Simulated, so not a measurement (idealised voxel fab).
process module | voxel self aligned vias
cross-section cut | 155 nm wide | cells 5 nm
A cross-section is a grid of square cells, given in bands from the top down. A band is one or more rows of cells.
Each band's line starts with the height of the band's top and of its bottom, in nm. Then come its materials from left to right, each with its width in nm. One material with "throughout" fills the band from edge to edge. "air" is empty space.
Height 0 is the level under which the wafer as received is all one material. The lowest band goes on downwards, as in "0 down".
A width such as "30 to 40" changes by the same amount from each row of cells to the next, from the band's top row to its bottom row.
"no change" after a step means that no cell of the cross-section changed.
closed voids: empty space of 8 cells or more with no open way to the top, each as width x height at its distance from the left edge, in nm
after a step's settings: what the simulator itself notes on the step
overlay nm, on a step with a mask: how far to the right of its planned place the mask lay; to the left if negative
plan
1 op RECEIVE | material Si
2 op CONFORMAL_DEP | material SiO2 | thk nm 15
3 op CONFORMAL_DEP | material SiCN | thk nm 5
4 op DIRECTIONAL_DEP | material SiO2 | thk nm 20
5 op DIRECTIONAL_DEP | material aC | thk nm 15
6 op PATTERN | tone open | mask id LINES | material resist | width nm 20 | pitch nm 70 | thk nm 30 | overlay nm 0
7 op DIRECTIONAL_ETCH | etch materials aC | depth nm 15
8 op STRIP | etch materials resist
9 op DIRECTIONAL_ETCH | etch materials SiO2 | depth nm 20
10 op STRIP | etch materials aC
11 op CONFORMAL_DEP | material TiN | thk nm 5
12 op FILL_DEP | material W | thk nm 10
13 op CMP | height nm 40
14 op SELECTIVE_ETCH | etch materials W Ru TiN | depth nm 5
15 op FILL_DEP | material SiN | thk nm 10
16 op CMP | height nm 40
17 op DIRECTIONAL_DEP | material SiO2 | thk nm 20
18 op DIRECTIONAL_DEP | material aC | thk nm 10
19 op PATTERN | tone open | mask id VIAS | material resist | width nm 40 | thk nm 30 | overlay nm 0
20 op DIRECTIONAL_ETCH | etch materials aC | depth nm 10
21 op STRIP | etch materials resist
22 op DIRECTIONAL_ETCH | etch materials SiO2 | depth nm 20
23 op DIRECTIONAL_ETCH | etch materials SiN | depth nm 5
24 op STRIP | etch materials aC
25 op CONFORMAL_DEP | material TiN | thk nm 5
26 op FILL_DEP | material Cu | thk nm 5
27 op CMP | height nm 60
28 op CONFORMAL_DEP | material SiN | thk nm 5
first wafer, as planned
as received, after step 1
  0 down: Si throughout
  closed voids: none
after step 2
  15 to 0: SiO2 throughout
  below 0: unchanged
after step 3
  20 to 15: SiCN throughout
  below 15: unchanged
after step 4
  40 to 20: SiO2 throughout
  below 20: unchanged
after step 5
  55 to 40: aC throughout
  below 40: unchanged
after step 6
  85 to 55: resist 30 | air 20 | resist 50 | air 20 | resist 35
  below 55: unchanged
after step 7
  70 to 55: resist 30 | air 20 | resist 50 | air 20 | resist 35
  55 to 40: aC 30 | air 20 | aC 50 | air 20 | aC 35
  below 40: unchanged
after step 8
  55 to 40: aC 30 | air 20 | aC 50 | air 20 | aC 35
  below 40: unchanged
after step 9
  55 to 40: aC 30 | air 20 | aC 50 | air 20 | aC 35
  40 to 20: SiO2 30 | air 20 | SiO2 50 | air 20 | SiO2 35
  below 20: unchanged
after step 10
  40 to 20: SiO2 30 | air 20 | SiO2 50 | air 20 | SiO2 35
  below 20: unchanged
after step 11
  45 to 40: TiN 35 | air 10 | TiN 60 | air 10 | TiN 40
  40 to 25: SiO2 30 | TiN 5 | air 10 | TiN 5 | SiO2 50 | TiN 5 | air 10 | TiN 5 | SiO2 35
  25 to 20: SiO2 30 | TiN 20 | SiO2 50 | TiN 20 | SiO2 35
  below 20: unchanged
after step 12
  55 to 45: W throughout
  45 to 40: TiN 35 | W 10 | TiN 60 | W 10 | TiN 40
  40 to 25: SiO2 30 | TiN 5 | W 10 | TiN 5 | SiO2 50 | TiN 5 | W 10 | TiN 5 | SiO2 35
  below 25: unchanged
after step 13
  40 to 25: SiO2 30 | TiN 5 | W 10 | TiN 5 | SiO2 50 | TiN 5 | W 10 | TiN 5 | SiO2 35
  below 25: unchanged
after step 14
  40 to 35: SiO2 30 | air 20 | SiO2 50 | air 20 | SiO2 35
  below 35: unchanged
after step 15
  50 to 40: SiN throughout
  40 to 35: SiO2 30 | SiN 20 | SiO2 50 | SiN 20 | SiO2 35
  below 35: unchanged
after step 16
  40 to 35: SiO2 30 | SiN 20 | SiO2 50 | SiN 20 | SiO2 35
  below 35: unchanged
after step 17
  60 to 40: SiO2 throughout
  below 40: unchanged
after step 18
  70 to 60: aC throughout
  below 60: unchanged
after step 19
  100 to 70: resist 20 | air 40 | resist 95
  below 70: unchanged
after step 20
  90 to 70: resist 20 | air 40 | resist 95
  70 to 60: aC 20 | air 40 | aC 95
  below 60: unchanged
after step 21
  70 to 60: aC 20 | air 40 | aC 95
  below 60: unchanged
after step 22
  70 to 60: aC 20 | air 40 | aC 95
  60 to 40: SiO2 20 | air 40 | SiO2 95
  below 40: unchanged
after step 23
  70 to 60: aC 20 | air 40 | aC 95
  60 to 40: SiO2 20 | air 40 | SiO2 95
  40 to 35: SiO2 30 | air 20 | SiO2 50 | SiN 20 | SiO2 35
  below 35: unchanged
after step 24
  60 to 40: SiO2 20 | air 40 | SiO2 95
  below 40: unchanged
after step 25
  65 to 60: TiN 25 | air 30 | TiN 100
  60 to 45: SiO2 20 | TiN 5 | air 30 | TiN 5 | SiO2 95
  45 to 40: SiO2 20 | TiN 15 | air 10 | TiN 15 | SiO2 95
  40 to 35: SiO2 30 | TiN 20 | SiO2 50 | SiN 20 | SiO2 35
  below 35: unchanged
after step 26
  70 to 65: Cu throughout
  65 to 60: TiN 25 | Cu 30 | TiN 100
  60 to 45: SiO2 20 | TiN 5 | Cu 30 | TiN 5 | SiO2 95
  45 to 40: SiO2 20 | TiN 15 | Cu 10 | TiN 15 | SiO2 95
  below 40: unchanged
after step 27
  60 to 45: SiO2 20 | TiN 5 | Cu 30 | TiN 5 | SiO2 95
  below 45: unchanged
after step 28
  65 to 60: SiN throughout
  below 60: unchanged
second wafer: like start, like plan, one mistake. Through step 5 it matches the first wafer
when step 6 should have ended
  85 to 55: resist 25 | air 20 | resist 50 | air 20 | resist 40
  below 55: unchanged
when step 7 should have ended
  70 to 55: resist 25 | air 20 | resist 50 | air 20 | resist 40
  55 to 40: aC 25 | air 20 | aC 50 | air 20 | aC 40
  below 40: unchanged
when step 8 should have ended
  55 to 40: aC 25 | air 20 | aC 50 | air 20 | aC 40
  below 40: unchanged
when step 9 should have ended
  55 to 40: aC 25 | air 20 | aC 50 | air 20 | aC 40
  40 to 20: SiO2 25 | air 20 | SiO2 50 | air 20 | SiO2 40
  below 20: unchanged
when step 10 should have ended
  40 to 20: SiO2 25 | air 20 | SiO2 50 | air 20 | SiO2 40
  below 20: unchanged
when step 11 should have ended
  45 to 40: TiN 30 | air 10 | TiN 60 | air 10 | TiN 45
  40 to 25: SiO2 25 | TiN 5 | air 10 | TiN 5 | SiO2 50 | TiN 5 | air 10 | TiN 5 | SiO2 40
  25 to 20: SiO2 25 | TiN 20 | SiO2 50 | TiN 20 | SiO2 40
  below 20: unchanged
when step 12 should have ended
  55 to 45: W throughout
  45 to 40: TiN 30 | W 10 | TiN 60 | W 10 | TiN 45
  40 to 25: SiO2 25 | TiN 5 | W 10 | TiN 5 | SiO2 50 | TiN 5 | W 10 | TiN 5 | SiO2 40
  below 25: unchanged
when step 13 should have ended
  40 to 25: SiO2 25 | TiN 5 | W 10 | TiN 5 | SiO2 50 | TiN 5 | W 10 | TiN 5 | SiO2 40
  below 25: unchanged
when step 14 should have ended
  40 to 35: SiO2 25 | air 20 | SiO2 50 | air 20 | SiO2 40
  below 35: unchanged
when step 15 should have ended
  50 to 40: SiN throughout
  40 to 35: SiO2 25 | SiN 20 | SiO2 50 | SiN 20 | SiO2 40
  below 35: unchanged
when step 16 should have ended
  40 to 35: SiO2 25 | SiN 20 | SiO2 50 | SiN 20 | SiO2 40
  below 35: unchanged
when step 17 should have ended
  60 to 40: SiO2 throughout
  below 40: unchanged
when step 18 should have ended
  70 to 60: aC throughout
  below 60: unchanged
when step 19 should have ended
  100 to 70: resist 20 | air 40 | resist 95
  below 70: unchanged
when step 20 should have ended
  90 to 70: resist 20 | air 40 | resist 95
  70 to 60: aC 20 | air 40 | aC 95
  below 60: unchanged
when step 21 should have ended
  70 to 60: aC 20 | air 40 | aC 95
  below 60: unchanged
when step 22 should have ended
  70 to 60: aC 20 | air 40 | aC 95
  60 to 40: SiO2 20 | air 40 | SiO2 95
  below 40: unchanged
when step 23 should have ended
  70 to 60: aC 20 | air 40 | aC 95
  60 to 40: SiO2 20 | air 40 | SiO2 95
  40 to 35: SiO2 25 | air 20 | SiO2 50 | SiN 20 | SiO2 40
  below 35: unchanged
when step 24 should have ended
  60 to 40: SiO2 20 | air 40 | SiO2 95
  below 40: unchanged
when step 25 should have ended
  65 to 60: TiN 25 | air 30 | TiN 100
  60 to 45: SiO2 20 | TiN 5 | air 30 | TiN 5 | SiO2 95
  45 to 40: SiO2 20 | TiN 10 | air 10 | TiN 20 | SiO2 95
  40 to 35: SiO2 25 | TiN 20 | SiO2 50 | SiN 20 | SiO2 40
  below 35: unchanged
when step 26 should have ended
  70 to 65: Cu throughout
  65 to 60: TiN 25 | Cu 30 | TiN 100
  60 to 45: SiO2 20 | TiN 5 | Cu 30 | TiN 5 | SiO2 95
  45 to 40: SiO2 20 | TiN 10 | Cu 10 | TiN 20 | SiO2 95
  below 40: unchanged
when step 27 should have ended
  60 to 45: SiO2 20 | TiN 5 | Cu 30 | TiN 5 | SiO2 95
  below 45: unchanged
when step 28 should have ended
  65 to 60: SiN throughout
  below 60: unchanged
what went wrong: step 6 ran as: op PATTERN | tone open | mask id LINES | material resist | width nm 20 | pitch nm 70 | thk nm 30 | overlay nm -5
at the end the second wafer has, in cells: as many of each material as the first, in other places
